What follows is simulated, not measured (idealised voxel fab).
Name of the process module below: voxel ribs on slabs
Cross-section cut spans 295 nm and uses square cells 5 nm in size.
A cross-section in this document is a grid of square cells, and it is written down as bands, the top band listed before the ones below it; a band is made up of one or more rows of cells.
Heads up on the band format: heights come first, top then bottom, in nm. After that it's the materials left to right, each with its width in nm. A single material flagged "full width" fills the whole band edge to edge, and "air" means there's empty space there.
Convention: height 0 is the level below which the wafer, as received, is all one material. The lowest band does not terminate at the bottom but continues downward, represented as "z 0 and below".
Think of "30 to 40" as a width that walks from the first number to the second as you go down the band, top row to bottom row, taking equal-sized steps from row to row.
Where a step carries "nothing changed", the cross-section came out of it unchanged, cell for cell.
Closed-off voids of 8+ cells (no open route to the top) go in "Closed voids list", written width x height at distance from the left edge, in nm.
Post-settings text on a step line: simulator's own remark regarding the step.
"overlay nm" answers the question of how far to the right of plan the mask lay on a step that has a mask, and when it is negative the answer is to the left.

-- Process steps - plan
step 1: RECEIVE, material Si
step 2: DIRECTIONAL_DEP, material SiO2, thk nm 30
step 3: DIRECTIONAL_DEP, material SiN, thk nm 25
step 4: DIRECTIONAL_DEP, material aC, thk nm 15
step 5: PATTERN, tone cover, mask id RIB, material resist, width nm 15, thk nm 30, overlay nm 0
step 6: DIRECTIONAL_ETCH, etch materials aC, depth nm 15
step 7: STRIP, etch materials resist
step 8: DIRECTIONAL_ETCH, etch materials SiN, depth nm 20
step 9: STRIP, etch materials aC
step 10: MASKED_ETCH, tone cover, mask id SLAB, width nm 55, etch materials SiN, depth nm 5, overlay nm 0
step 11: FILL_DEP, material SiO2, thk nm 30
step 12: CMP, height nm 75
step 13: DIRECTIONAL_DEP, material W, thk nm 5
step 14: DIRECTIONAL_DEP, material aC, thk nm 15
step 15: PATTERN, tone cover, mask id HEATER, material resist, width nm 25, thk nm 30, overlay nm 0
step 16: DIRECTIONAL_ETCH, etch materials aC, depth nm 15
step 17: STRIP, etch materials resist
step 18: DIRECTIONAL_ETCH, etch materials W, depth nm 5
step 19: STRIP, etch materials aC
step 20: CONFORMAL_DEP, material SiN, thk nm 5
Heads up: all these wafers start the same, and what changes between them is the thk nm in step 13. The value you see in the plan is just what the first wafer got.

-- Step 1 complete: as-received cross-section of the first of several wafers
- z 0 and below | Si full width
- Closed voids list: none

-- each wafer at the end: cells of each material gained (+) or lost (-) since it was received, then its closed voids
thk nm 5, +84 SiN, +862 SiO2, +5 W, Closed voids list: none
thk nm 10, +84 SiN, +862 SiO2, +64 W, Closed voids list: none
thk nm 15, +84 SiN, +862 SiO2, +123 W, Closed voids list: none
thk nm 20, +84 SiN, +862 SiO2, +182 W, Closed voids list: none
